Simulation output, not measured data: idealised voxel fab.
This is a process module. Its name is voxel air gaps.
We display cut, a cross-section 250 nm in width whose square cells are each 5 nm.
Square cells in a grid make up a cross-section in this document, and the grid is given as bands, listed from the top down, each one or more rows of cells.
What a band's entry tells you: where the top is and where the bottom is, as heights in nm, and after that what lies inside, material by material from left to right, each with its width in nm. Empty space is written as the word "blank", and a single material marked with the word "everywhere" occupies the band from edge to edge.
Heights are measured from 0, the level below which the as-received wafer is all one material; the lowest band has no bottom and continues downward, written as in "0 nm and below".
Width "30->40": first value at the band's top row of cells, second value at its bottom row, equal change from row to row.
"changes: none" means the step left every cell of the cross-section as it was.
Empty spaces without an open route to the top, at least 8 cells in extent, make up the entry "Sealed void list"; each is given as width x height at distance, where the distance is measured from the left edge, and all are in nm.
Post-settings text on a step line: simulator's own remark regarding the step.
If you see "overlay nm" on a step's line and that step has a mask, it's telling you how far right of where it was planned the mask ended up; a negative number means it went left instead.
Intended process steps
1 RECEIVE, material Si
2 CONFORMAL_DEP, material SiO2, thk nm 15
3 CONFORMAL_DEP, material SiN, thk nm 5
4 DIRECTIONAL_DEP, material SiO2, thk nm 40
5 DIRECTIONAL_DEP, material aC, thk nm 15
6 PATTERN, tone open, mask id LINES, material resist, width nm 15, pitch nm 40, thk nm 35, overlay nm 0
7 DIRECTIONAL_ETCH, etch materials aC, depth nm 15
8 STRIP, etch materials resist
9 DIRECTIONAL_ETCH, etch materials SiO2, depth nm 40
10 STRIP, etch materials aC
11 CONFORMAL_DEP, material TiN, thk nm 5
12 FILL_DEP, material Cu, thk nm 5
13 CMP, height nm 60
14 EPI, material Ru, thk nm 10
15 SELECTIVE_ETCH, etch materials SiO2, depth nm 50
16 CONFORMAL_DEP, material SiCN, thk nm 5
The first of a set of two wafers, run to plan
Step 1 complete: cross-section of the wafer as received
	0 nm and below: Si everywhere
	Sealed void list: none
Sectional view: wafer, after step 2
	15 nm to 0 nm: SiO2 everywhere
	Everything under 0 stays put, no change at all.
Sectional view: wafer, after step 3
	20 nm to 15 nm: SiN everywhere
	Everything under 15 stays put, no change at all.
Sectional view: wafer, after step 4
	60 nm to 20 nm: SiO2 everywhere
	Everything under 20 stays put, no change at all.
Sectional view: wafer, after step 5
	75 nm to 60 nm: aC everywhere
	Everything under 60 stays put, no change at all.
Sectional view: wafer, after step 6
	110 nm to 75 nm: resist 75 nm; blank 15 nm; resist 25 nm; blank 15 nm; resist 25 nm; blank 15 nm; resist 80 nm
	Everything under 75 stays put, no change at all.
Sectional view: wafer, after step 7
	95 nm to 75 nm: resist 75 nm; blank 15 nm; resist 25 nm; blank 15 nm; resist 25 nm; blank 15 nm; resist 80 nm
	75 nm to 60 nm: aC 75 nm; blank 15 nm; aC 25 nm; blank 15 nm; aC 25 nm; blank 15 nm; aC 80 nm
	Everything under 60 stays put, no change at all.
Sectional view: wafer, after step 8
	75 nm to 60 nm: aC 75 nm; blank 15 nm; aC 25 nm; blank 15 nm; aC 25 nm; blank 15 nm; aC 80 nm
	Everything under 60 stays put, no change at all.
Sectional view: wafer, after step 9
	75 nm to 60 nm: aC 75 nm; blank 15 nm; aC 25 nm; blank 15 nm; aC 25 nm; blank 15 nm; aC 80 nm
	60 nm to 20 nm: SiO2 75 nm; blank 15 nm; SiO2 25 nm; blank 15 nm; SiO2 25 nm; blank 15 nm; SiO2 80 nm
	Everything under 20 stays put, no change at all.
Sectional view: wafer, after step 10
	60 nm to 20 nm: SiO2 75 nm; blank 15 nm; SiO2 25 nm; blank 15 nm; SiO2 25 nm; blank 15 nm; SiO2 80 nm
	Everything under 20 stays put, no change at all.
Sectional view: wafer, after step 11
	65 nm to 60 nm: TiN 80 nm; blank 5 nm; TiN 35 nm; blank 5 nm; TiN 35 nm; blank 5 nm; TiN 85 nm
	60 nm to 25 nm: SiO2 75 nm; TiN 5 nm; blank 5 nm; TiN 5 nm; SiO2 25 nm; TiN 5 nm; blank 5 nm; TiN 5 nm; SiO2 25 nm; TiN 5 nm; blank 5 nm; TiN 5 nm; SiO2 80 nm
	25 nm to 20 nm: SiO2 75 nm; TiN 15 nm; SiO2 25 nm; TiN 15 nm; SiO2 25 nm; TiN 15 nm; SiO2 80 nm
	Everything under 20 stays put, no change at all.
Sectional view: wafer, after step 12
	70 nm to 65 nm: Cu everywhere
	65 nm to 60 nm: TiN 80 nm; Cu 5 nm; TiN 35 nm; Cu 5 nm; TiN 35 nm; Cu 5 nm; TiN 85 nm
	60 nm to 25 nm: SiO2 75 nm; TiN 5 nm; Cu 5 nm; TiN 5 nm; SiO2 25 nm; TiN 5 nm; Cu 5 nm; TiN 5 nm; SiO2 25 nm; TiN 5 nm; Cu 5 nm; TiN 5 nm; SiO2 80 nm
	Everything under 25 stays put, no change at all.
Sectional view: wafer, after step 13
	60 nm to 25 nm: SiO2 75 nm; TiN 5 nm; Cu 5 nm; TiN 5 nm; SiO2 25 nm; TiN 5 nm; Cu 5 nm; TiN 5 nm; SiO2 25 nm; TiN 5 nm; Cu 5 nm; TiN 5 nm; SiO2 80 nm
	Everything under 25 stays put, no change at all.
Sectional view: wafer, after step 14
	70 nm to 60 nm: blank 65 nm; Ru 35 nm; blank 5 nm; Ru 35 nm; blank 5 nm; Ru 35 nm; blank 70 nm
	Everything under 60 stays put, no change at all.
Sectional view: wafer, after step 15
	70 nm to 60 nm: blank 65 nm; Ru 35 nm; blank 5 nm; Ru 35 nm; blank 5 nm; Ru 35 nm; blank 70 nm
	60 nm to 25 nm: blank 75 nm; TiN 5 nm; Cu 5 nm; TiN 5 nm; blank 25 nm; TiN 5 nm; Cu 5 nm; TiN 5 nm; blank 25 nm; TiN 5 nm; Cu 5 nm; TiN 5 nm; blank 80 nm
	25 nm to 20 nm: blank 75 nm; TiN 15 nm; blank 25 nm; TiN 15 nm; blank 25 nm; TiN 15 nm; blank 80 nm
	Everything under 20 stays put, no change at all.
Sectional view: wafer, after step 16
	75 nm to 70 nm: blank 60 nm; SiCN 125 nm; blank 65 nm
	70 nm to 60 nm: blank 60 nm; SiCN 5 nm; Ru 35 nm; SiCN 5 nm; Ru 35 nm; SiCN 5 nm; Ru 35 nm; SiCN 5 nm; blank 65 nm
	60 nm to 55 nm: blank 60 nm; SiCN 15 nm; TiN 5 nm; Cu 5 nm; TiN 5 nm; SiCN 25 nm; TiN 5 nm; Cu 5 nm; TiN 5 nm; SiCN 25 nm; TiN 5 nm; Cu 5 nm; TiN 5 nm; SiCN 15 nm; blank 65 nm
	55 nm to 25 nm: blank 70 nm; SiCN 5 nm; TiN 5 nm; Cu 5 nm; TiN 5 nm; SiCN 5 nm; blank 15 nm; SiCN 5 nm; TiN 5 nm; Cu 5 nm; TiN 5 nm; SiCN 5 nm; blank 15 nm; SiCN 5 nm; TiN 5 nm; Cu 5 nm; TiN 5 nm; SiCN 5 nm; blank 75 nm
	25 nm to 20 nm: SiCN 75 nm; TiN 15 nm; SiCN 25 nm; TiN 15 nm; SiCN 25 nm; TiN 15 nm; SiCN 80 nm
	Everything under 20 stays put, no change at all.
	Sealed void list: 15 x 30 at 95; 15 x 30 at 135
Wafer two: like wafer one in start and plan, but with one mistake in execution; identical up to and including step 2
Cross-sectional representation of the second wafer at the time designated in the plan for the completion of step 3: changes: none
Cross-sectional representation of the second wafer at the time designated in the plan for the completion of step 4
	55 nm to 0 nm: SiO2 everywhere
	Everything under 0 stays put, no change at all.
Cross-sectional representation of the second wafer at the time designated in the plan for the completion of step 5
	70 nm to 55 nm: aC everywhere
	Everything under 55 stays put, no change at all.
Cross-sectional representation of the second wafer at the time designated in the plan for the completion of step 6
	105 nm to 70 nm: resist 75 nm; blank 15 nm; resist 25 nm; blank 15 nm; resist 25 nm; blank 15 nm; resist 80 nm
	Everything under 70 stays put, no change at all.
Cross-sectional representation of the second wafer at the time designated in the plan for the completion of step 7
	90 nm to 70 nm: resist 75 nm; blank 15 nm; resist 25 nm; blank 15 nm; resist 25 nm; blank 15 nm; resist 80 nm
	70 nm to 55 nm: aC 75 nm; blank 15 nm; aC 25 nm; blank 15 nm; aC 25 nm; blank 15 nm; aC 80 nm
	Everything under 55 stays put, no change at all.
Cross-sectional representation of the second wafer at the time designated in the plan for the completion of step 8
	70 nm to 55 nm: aC 75 nm; blank 15 nm; aC 25 nm; blank 15 nm; aC 25 nm; blank 15 nm; aC 80 nm
	Everything under 55 stays put, no change at all.
Cross-sectional representation of the second wafer at the time designated in the plan for the completion of step 9
	70 nm to 55 nm: aC 75 nm; blank 15 nm; aC 25 nm; blank 15 nm; aC 25 nm; blank 15 nm; aC 80 nm
	55 nm to 15 nm: SiO2 75 nm; blank 15 nm; SiO2 25 nm; blank 15 nm; SiO2 25 nm; blank 15 nm; SiO2 80 nm
	Everything under 15 stays put, no change at all.
Cross-sectional representation of the second wafer at the time designated in the plan for the completion of step 10
	55 nm to 15 nm: SiO2 75 nm; blank 15 nm; SiO2 25 nm; blank 15 nm; SiO2 25 nm; blank 15 nm; SiO2 80 nm
	Everything under 15 stays put, no change at all.
Cross-sectional representation of the second wafer at the time designated in the plan for the completion of step 11
	60 nm to 55 nm: TiN 80 nm; blank 5 nm; TiN 35 nm; blank 5 nm; TiN 35 nm; blank 5 nm; TiN 85 nm
	55 nm to 20 nm: SiO2 75 nm; TiN 5 nm; blank 5 nm; TiN 5 nm; SiO2 25 nm; TiN 5 nm; blank 5 nm; TiN 5 nm; SiO2 25 nm; TiN 5 nm; blank 5 nm; TiN 5 nm; SiO2 80 nm
	20 nm to 15 nm: SiO2 75 nm; TiN 15 nm; SiO2 25 nm; TiN 15 nm; SiO2 25 nm; TiN 15 nm; SiO2 80 nm
	Everything under 15 stays put, no change at all.
Cross-sectional representation of the second wafer at the time designated in the plan for the completion of step 12
	65 nm to 60 nm: Cu everywhere
	60 nm to 55 nm: TiN 80 nm; Cu 5 nm; TiN 35 nm; Cu 5 nm; TiN 35 nm; Cu 5 nm; TiN 85 nm
	55 nm to 20 nm: SiO2 75 nm; TiN 5 nm; Cu 5 nm; TiN 5 nm; SiO2 25 nm; TiN 5 nm; Cu 5 nm; TiN 5 nm; SiO2 25 nm; TiN 5 nm; Cu 5 nm; TiN 5 nm; SiO2 80 nm
	Everything under 20 stays put, no change at all.
Cross-sectional representation of the second wafer at the time designated in the plan for the completion of step 13
	60 nm to 55 nm: TiN 80 nm; Cu 5 nm; TiN 35 nm; Cu 5 nm; TiN 35 nm; Cu 5 nm; TiN 85 nm
	Everything under 55 stays put, no change at all.
Cross-sectional representation of the second wafer at the time designated in the plan for the completion of step 14
	70 nm to 60 nm: Ru everywhere
	Everything under 60 stays put, no change at all.
Cross-sectional representation of the second wafer at the time designated in the plan for the completion of step 15: changes: none
Cross-sectional representation of the second wafer at the time designated in the plan for the completion of step 16
	75 nm to 70 nm: SiCN everywhere
	Everything under 70 stays put, no change at all.
Nonconformance to the process plan: it should be noted that step 3 of the plan was omitted and was not performed
The final cell counts differ between the wafers, with the second having more or fewer of some materials than the first: Cu: 3 more, Ru: 58 more, SiCN: 76 fewer, SiN: 50 fewer, SiO2: 328 more, TiN: 47 more
The first wafer finishes with 2 closed voids, while the second finishes with 0.
